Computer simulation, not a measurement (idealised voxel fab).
process module | voxel trench capacitor
cross-section cut | 265 nm wide | cells 5 nm
A cross-section is a grid of square cells, given in bands from the top down. A band is one or more rows of cells.
Each band's line starts with the height of the band's top and of its bottom, in nm. Then come its materials from left to right, each with its width in nm. One material with "throughout" fills the band from edge to edge. "air" is empty space.
Height 0 is the level under which the wafer as received is all one material. The lowest band goes on downwards, as in "0 down".
A width such as "30 to 40" changes by the same amount from each row of cells to the next, from the band's top row to its bottom row.
"no change" after a step means that no cell of the cross-section changed.
closed voids: empty space of 8 cells or more with no open way to the top, each as width x height at its distance from the left edge, in nm
after a step's settings: what the simulator itself notes on the step
overlay nm, on a step with a mask: how far to the right of its planned place the mask lay; to the left if negative
plan
1 op RECEIVE | material Si
2 op CONFORMAL_DEP | material SiN | thk nm 10
3 op PATTERN | tone open | mask id TRENCH | material resist | width nm 30 | pitch nm 45 | thk nm 15 | overlay nm 0
4 op DIRECTIONAL_ETCH | etch materials SiN | depth nm 10
5 op DIRECTIONAL_ETCH | etch materials Si | depth nm 40
6 op STRIP | etch materials resist
7 op CONFORMAL_DEP | material HfO2 | thk nm 5
8 op CONFORMAL_DEP | material TiN | thk nm 5
9 op FILL_DEP | material W | thk nm 5
10 op CMP | height nm 10
first wafer, as planned
as received, after step 1
  0 down: Si throughout
  closed voids: none
after step 2
  10 to 0: SiN throughout
  below 0: unchanged
after step 3
  25 to 10: resist 70 | air 30 | resist 15 | air 30 | resist 15 | air 30 | resist 75
  below 10: unchanged
after step 4
  25 to 10: resist 70 | air 30 | resist 15 | air 30 | resist 15 | air 30 | resist 75
  10 to 0: SiN 70 | air 30 | SiN 15 | air 30 | SiN 15 | air 30 | SiN 75
  below 0: unchanged
after step 5
  25 to 10: resist 70 | air 30 | resist 15 | air 30 | resist 15 | air 30 | resist 75
  10 to 0: SiN 70 | air 30 | SiN 15 | air 30 | SiN 15 | air 30 | SiN 75
  0 to -40: Si 70 | air 30 | Si 15 | air 30 | Si 15 | air 30 | Si 75
  below -40: unchanged
after step 6
  10 to 0: SiN 70 | air 30 | SiN 15 | air 30 | SiN 15 | air 30 | SiN 75
  below 0: unchanged
after step 7
  15 to 10: HfO2 75 | air 20 | HfO2 25 | air 20 | HfO2 25 | air 20 | HfO2 80
  10 to 0: SiN 70 | HfO2 5 | air 20 | HfO2 5 | SiN 15 | HfO2 5 | air 20 | HfO2 5 | SiN 15 | HfO2 5 | air 20 | HfO2 5 | SiN 75
  0 to -35: Si 70 | HfO2 5 | air 20 | HfO2 5 | Si 15 | HfO2 5 | air 20 | HfO2 5 | Si 15 | HfO2 5 | air 20 | HfO2 5 | Si 75
  -35 to -40: Si 70 | HfO2 30 | Si 15 | HfO2 30 | Si 15 | HfO2 30 | Si 75
  below -40: unchanged
after step 8
  20 to 15: TiN 80 | air 10 | TiN 35 | air 10 | TiN 35 | air 10 | TiN 85
  15 to 10: HfO2 75 | TiN 5 | air 10 | TiN 5 | HfO2 25 | TiN 5 | air 10 | TiN 5 | HfO2 25 | TiN 5 | air 10 | TiN 5 | HfO2 80
  10 to 0: SiN 70 | HfO2 5 | TiN 5 | air 10 | TiN 5 | HfO2 5 | SiN 15 | HfO2 5 | TiN 5 | air 10 | TiN 5 | HfO2 5 | SiN 15 | HfO2 5 | TiN 5 | air 10 | TiN 5 | HfO2 5 | SiN 75
  0 to -30: Si 70 | HfO2 5 | TiN 5 | air 10 | TiN 5 | HfO2 5 | Si 15 | HfO2 5 | TiN 5 | air 10 | TiN 5 | HfO2 5 | Si 15 | HfO2 5 | TiN 5 | air 10 | TiN 5 | HfO2 5 | Si 75
  -30 to -35: Si 70 | HfO2 5 | TiN 20 | HfO2 5 | Si 15 | HfO2 5 | TiN 20 | HfO2 5 | Si 15 | HfO2 5 | TiN 20 | HfO2 5 | Si 75
  below -35: unchanged
after step 9
  25 to 20: W throughout
  20 to 15: TiN 80 | W 10 | TiN 35 | W 10 | TiN 35 | W 10 | TiN 85
  15 to 10: HfO2 75 | TiN 5 | W 10 | TiN 5 | HfO2 25 | TiN 5 | W 10 | TiN 5 | HfO2 25 | TiN 5 | W 10 | TiN 5 | HfO2 80
  10 to 0: SiN 70 | HfO2 5 | TiN 5 | W 10 | TiN 5 | HfO2 5 | SiN 15 | HfO2 5 | TiN 5 | W 10 | TiN 5 | HfO2 5 | SiN 15 | HfO2 5 | TiN 5 | W 10 | TiN 5 | HfO2 5 | SiN 75
  0 to -30: Si 70 | HfO2 5 | TiN 5 | W 10 | TiN 5 | HfO2 5 | Si 15 | HfO2 5 | TiN 5 | W 10 | TiN 5 | HfO2 5 | Si 15 | HfO2 5 | TiN 5 | W 10 | TiN 5 | HfO2 5 | Si 75
  below -30: unchanged
after step 10
  10 to 0: SiN 70 | HfO2 5 | TiN 5 | W 10 | TiN 5 | HfO2 5 | SiN 15 | HfO2 5 | TiN 5 | W 10 | TiN 5 | HfO2 5 | SiN 15 | HfO2 5 | TiN 5 | W 10 | TiN 5 | HfO2 5 | SiN 75
  below 0: unchanged
second wafer: like start, like plan, one mistake. Through step 6 it matches the first wafer
when step 7 should have ended
  15 to 10: TiN 75 | air 20 | TiN 25 | air 20 | TiN 25 | air 20 | TiN 80
  10 to 0: SiN 70 | TiN 5 | air 20 | TiN 5 | SiN 15 | TiN 5 | air 20 | TiN 5 | SiN 15 | TiN 5 | air 20 | TiN 5 | SiN 75
  0 to -35: Si 70 | TiN 5 | air 20 | TiN 5 | Si 15 | TiN 5 | air 20 | TiN 5 | Si 15 | TiN 5 | air 20 | TiN 5 | Si 75
  -35 to -40: Si 70 | TiN 30 | Si 15 | TiN 30 | Si 15 | TiN 30 | Si 75
  below -40: unchanged
when step 8 should have ended
  20 to 10: TiN 80 | air 10 | TiN 35 | air 10 | TiN 35 | air 10 | TiN 85
  10 to 0: SiN 70 | TiN 10 | air 10 | TiN 10 | SiN 15 | TiN 10 | air 10 | TiN 10 | SiN 15 | TiN 10 | air 10 | TiN 10 | SiN 75
  0 to -30: Si 70 | TiN 10 | air 10 | TiN 10 | Si 15 | TiN 10 | air 10 | TiN 10 | Si 15 | TiN 10 | air 10 | TiN 10 | Si 75
  -30 to -40: Si 70 | TiN 30 | Si 15 | TiN 30 | Si 15 | TiN 30 | Si 75
  below -40: unchanged
when step 9 should have ended
  25 to 20: W throughout
  20 to 10: TiN 80 | W 10 | TiN 35 | W 10 | TiN 35 | W 10 | TiN 85
  10 to 0: SiN 70 | TiN 10 | W 10 | TiN 10 | SiN 15 | TiN 10 | W 10 | TiN 10 | SiN 15 | TiN 10 | W 10 | TiN 10 | SiN 75
  0 to -30: Si 70 | TiN 10 | W 10 | TiN 10 | Si 15 | TiN 10 | W 10 | TiN 10 | Si 15 | TiN 10 | W 10 | TiN 10 | Si 75
  below -30: unchanged
when step 10 should have ended
  10 to 0: SiN 70 | TiN 10 | W 10 | TiN 10 | SiN 15 | TiN 10 | W 10 | TiN 10 | SiN 15 | TiN 10 | W 10 | TiN 10 | SiN 75
  below 0: unchanged
what went wrong: step 7 ran as: op CONFORMAL_DEP | material TiN | thk nm 5
at the end the second wafer has, in cells: 72 fewer of HfO2 | 72 more of TiN
